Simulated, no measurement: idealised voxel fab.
Name of the process module below: voxel self aligned vias
Square cells of 5 nm make up the cross-section cut, whose width is 275 nm.
Heads up, the way a cross-section reads in here is a grid of square cells, handed over as bands from the top down, with every band being one or more rows of cells. Look at the band entry: it leads with the top's height and the bottom's height in nm. Then it lists the materials left to right, with a width in nm for each. The word "everywhere" on a single material says that material fills the band edge to edge. The word "blank" is empty space. Height 0 is the level under which the wafer as received is all one material. The lowest band goes on downwards, as in "z 0 and below". With a width like "30..40", each row of cells in the band differs from the next by the same amount, the top row carrying the first number and the bottom row the second. Any step labelled "nothing changed" changed none of the cells in the cross-section. You'll see "Sealed-off cavities" listing empty spaces that have no way open to the top, as long as they're 8 cells or more; the notation is width x height at distance, where the distance is from the left edge, and all of it is in nm. It should be noted that, on the line of a given step, the content following the step's settings is a remark produced by the simulator itself with respect to that step. If you see "overlay nm" on a step's line and that step has a mask, it's telling you how far right of where it was planned the mask ended up; a negative number means it went left instead.

[Process steps (planned)]
1 op RECEIVE | material Si
2 op CONFORMAL_DEP | material SiO2 | thk nm 15
3 op CONFORMAL_DEP | material SiCN | thk nm 5
4 op DIRECTIONAL_DEP | material lowk | thk nm 20
5 op PATTERN | tone open | mask id LINES | material resist | width nm 25 | pitch nm 60 | thk nm 15 | overlay nm 0
6 op DIRECTIONAL_ETCH | etch materials lowk | depth nm 20
7 op STRIP | etch materials resist
8 op CONFORMAL_DEP | material TiN | thk nm 5
9 op FILL_DEP | material Ru | thk nm 5
10 op CMP | height nm 40
11 op SELECTIVE_ETCH | etch materials W Ru TiN | depth nm 10
12 op FILL_DEP | material SiN | thk nm 5
13 op CMP | height nm 40
14 op DIRECTIONAL_DEP | material lowk | thk nm 15
15 op PATTERN | tone open | mask id VIAS | material resist | width nm 35 | pitch nm 60 | thk nm 15 | overlay nm 0
16 op DIRECTIONAL_ETCH | etch materials lowk | depth nm 15
17 op DIRECTIONAL_ETCH | etch materials SiN | depth nm 10
18 op STRIP | etch materials resist
19 op CONFORMAL_DEP | material TiN | thk nm 5
20 op FILL_DEP | material Cu | thk nm 10
21 op CMP | height nm 55
22 op CONFORMAL_DEP | material SiCN | thk nm 5

[Delivered wafer in cross-section: state after step 1]
    z 0 and below  Si everywhere
    Sealed-off cavities: none

[Cross-section, end of module. Start: as above. Plan: as above. Execution: one mistake]
    z 75 to 70  SiCN everywhere
    z 70 to 60  Cu everywhere
    z 60 to 55  TiN: 95; Cu: 25; TiN: 35; Cu: 25; TiN: 95
    z 55 to 45  lowk: 90; TiN: 5; Cu: 25; TiN: 5; lowk: 25; TiN: 5; Cu: 25; TiN: 5; lowk: 90
    z 45 to 35  lowk: 90..95; TiN: 10..5; Cu: 15; TiN: 10..5; lowk: 25..35; TiN: 10..5; Cu: 15; TiN: 10..5; lowk: 90..95
    z 35 to 30  lowk: 95; TiN: 25; lowk: 35; TiN: 25; lowk: 95
    z 30 to 25  lowk: 95; TiN: 5; Ru: 15; TiN: 5; lowk: 35; TiN: 5; Ru: 15; TiN: 5; lowk: 95
    z 25 to 20  lowk: 95; TiN: 25; lowk: 35; TiN: 25; lowk: 95
    z 20 to 15  SiCN everywhere
    z 15 to 0  SiO2 everywhere
    z 0 and below  Si everywhere
    Sealed-off cavities: none
Deviation noted in wafer processing: heads up, step 21 of the plan was skipped and never actually ran
